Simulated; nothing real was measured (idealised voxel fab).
Process module, titled voxel spacer lines
The cross-section on display is named cut; it measures 300 nm wide, and its cells are 5 nm squares.
A cross-section is written here as square cells arranged in a grid, and it is given in bands from the top down, each band taking up one or more rows of cells.
Quick guide to a band line: top height, bottom height (nm) up front; then every material left to right with its width in nm. Only one material and it's marked "edge to edge"? Then it fills the band edge to edge. And "blank" just means empty space.
Height is counted from the level 0, under which the received wafer is composed throughout of one material. The lowest of the bands is not closed at the bottom but continues downward, in the notation "z 0 and below".
The two numbers in a width such as "30 to 40" mark its ends across the band: the first belongs to the top row of cells, the second to the bottom row, and from each row to the next the width moves by the same amount.
Take "identical to before" at face value: in the step it is given for, the cross-section changed in none of its cells.
The list in "Sealed voids" covers empty spaces of 8 cells or more that cannot reach the top through any open way, and it gives each as width x height at distance; the distance is from the left edge, and width, height and distance are in nm.
Past the settings on a step's line: simulator remark, on that step.
When a step includes a mask, the "overlay nm" setting on its line states how far to the right of its planned place that mask lay, and negative values state how far to the left.

[Process steps foreseen in the plan]
1) RECEIVE: material Si
2) CONFORMAL_DEP: material SiO2, thk nm 10
3) DIRECTIONAL_DEP: material polySi, thk nm 15
4) DIRECTIONAL_DEP: material aC, thk nm 25
5) PATTERN: tone cover, mask id MANDREL, material resist, width nm 15, pitch nm 50, thk nm 30, overlay nm 0
6) DIRECTIONAL_ETCH: etch materials aC, depth nm 25
7) STRIP: etch materials resist
8) CONFORMAL_DEP: material SiN, thk nm 10
9) DIRECTIONAL_ETCH: etch materials SiN, depth nm 10
10) STRIP: etch materials aC
11) DIRECTIONAL_ETCH: etch materials polySi, depth nm 15
12) STRIP: etch materials SiN
13) FILL_DEP: material lowk, thk nm 5
14) CMP: height nm 25

[The first of the two wafers, which ran as planned]

[Cross-section of the wafer at receipt, which is the condition after step 1]
z 0 and below: Si edge to edge
Sealed voids: none

[Cross-section of the wafer subsequent to step 2]
z 10 to 0: SiO2 edge to edge
Lower than 0, everything is as it was.

[Cross-section of the wafer subsequent to step 3]
z 25 to 10: polySi edge to edge
Lower than 10, everything is as it was.

[Cross-section of the wafer subsequent to step 4]
z 50 to 25: aC edge to edge
Lower than 25, everything is as it was.

[Cross-section of the wafer subsequent to step 5]
z 80 to 50: blank: 115 / resist: 15 / blank: 35 / resist: 15 / blank: 120
Lower than 50, everything is as it was.

[Cross-section of the wafer subsequent to step 6]
z 55 to 50: blank: 115 / resist: 15 / blank: 35 / resist: 15 / blank: 120
z 50 to 25: blank: 115 / aC: 15 / blank: 35 / aC: 15 / blank: 120
Lower than 25, everything is as it was.

[Cross-section of the wafer subsequent to step 7]
z 50 to 25: blank: 115 / aC: 15 / blank: 35 / aC: 15 / blank: 120
Lower than 25, everything is as it was.

[Cross-section of the wafer subsequent to step 8]
z 60 to 50: blank: 105 / SiN: 35 / blank: 15 / SiN: 35 / blank: 110
z 50 to 35: blank: 105 / SiN: 10 / aC: 15 / SiN: 10 / blank: 15 / SiN: 10 / aC: 15 / SiN: 10 / blank: 110
z 35 to 25: SiN: 115 / aC: 15 / SiN: 35 / aC: 15 / SiN: 120
Lower than 25, everything is as it was.

[Cross-section of the wafer subsequent to step 9]
z 50 to 25: blank: 105 / SiN: 10 / aC: 15 / SiN: 10 / blank: 15 / SiN: 10 / aC: 15 / SiN: 10 / blank: 110
Lower than 25, everything is as it was.

[Cross-section of the wafer subsequent to step 10]
z 50 to 25: blank: 105 / SiN: 10 / blank: 15 / SiN: 10 / blank: 15 / SiN: 10 / blank: 15 / SiN: 10 / blank: 110
Lower than 25, everything is as it was.

[Cross-section of the wafer subsequent to step 11]
z 50 to 25: blank: 105 / SiN: 10 / blank: 15 / SiN: 10 / blank: 15 / SiN: 10 / blank: 15 / SiN: 10 / blank: 110
z 25 to 10: blank: 105 / polySi: 10 / blank: 15 / polySi: 10 / blank: 15 / polySi: 10 / blank: 15 / polySi: 10 / blank: 110
Lower than 10, everything is as it was.

[Cross-section of the wafer subsequent to step 12]
z 25 to 10: blank: 105 / polySi: 10 / blank: 15 / polySi: 10 / blank: 15 / polySi: 10 / blank: 15 / polySi: 10 / blank: 110
Lower than 10, everything is as it was.

[Cross-section of the wafer subsequent to step 13]
z 30 to 25: lowk edge to edge
z 25 to 10: lowk: 105 / polySi: 10 / lowk: 15 / polySi: 10 / lowk: 15 / polySi: 10 / lowk: 15 / polySi: 10 / lowk: 110
Lower than 10, everything is as it was.

[Cross-section of the wafer subsequent to step 14]
z 25 to 10: lowk: 105 / polySi: 10 / lowk: 15 / polySi: 10 / lowk: 15 / polySi: 10 / lowk: 15 / polySi: 10 / lowk: 110
Lower than 10, everything is as it was.

[It is to be noted that the second wafer proceeded from the same initial state and according to the same plan as the first, although one mistake was committed in its execution; through step 2, inclusive, the two wafers share an identical history]

[Second wafer, section view, time point: scheduled end of step 3]
z 35 to 10: aC edge to edge
Lower than 10, everything is as it was.

[Second wafer, section view, time point: scheduled end of step 4]
z 50 to 35: polySi edge to edge
Lower than 35, everything is as it was.

[Second wafer, section view, time point: scheduled end of step 5]
z 80 to 50: blank: 115 / resist: 15 / blank: 35 / resist: 15 / blank: 120
Lower than 50, everything is as it was.

[Second wafer, section view, time point: scheduled end of step 6]
z 55 to 50: blank: 115 / resist: 15 / blank: 35 / resist: 15 / blank: 120
Lower than 50, everything is as it was.

[Second wafer, section view, time point: scheduled end of step 7]
z 50 to 35: polySi edge to edge
Lower than 35, everything is as it was.

[Second wafer, section view, time point: scheduled end of step 8]
z 60 to 50: SiN edge to edge
Lower than 50, everything is as it was.

[Second wafer, section view, time point: scheduled end of step 9]
z 50 to 35: polySi edge to edge
Lower than 35, everything is as it was.

Second wafer, section view, time point: scheduled end of step 10: identical to before

[Second wafer, section view, time point: scheduled end of step 11]
z 35 to 10: aC edge to edge
Lower than 10, everything is as it was.

Second wafer, section view, time point: scheduled end of step 12: identical to before

[Second wafer, section view, time point: scheduled end of step 13]
z 40 to 35: lowk edge to edge
Lower than 35, everything is as it was.

[Second wafer, section view, time point: scheduled end of step 14]
z 25 to 10: aC edge to edge
Lower than 10, everything is as it was.
Plan not followed: plan vs actual: 3 and 4 interchanged
Per the end-of-run cell counts, the second wafer holds more or fewer of some materials than the first: aC: 180 more; lowk: 156 fewer; polySi: 24 fewer
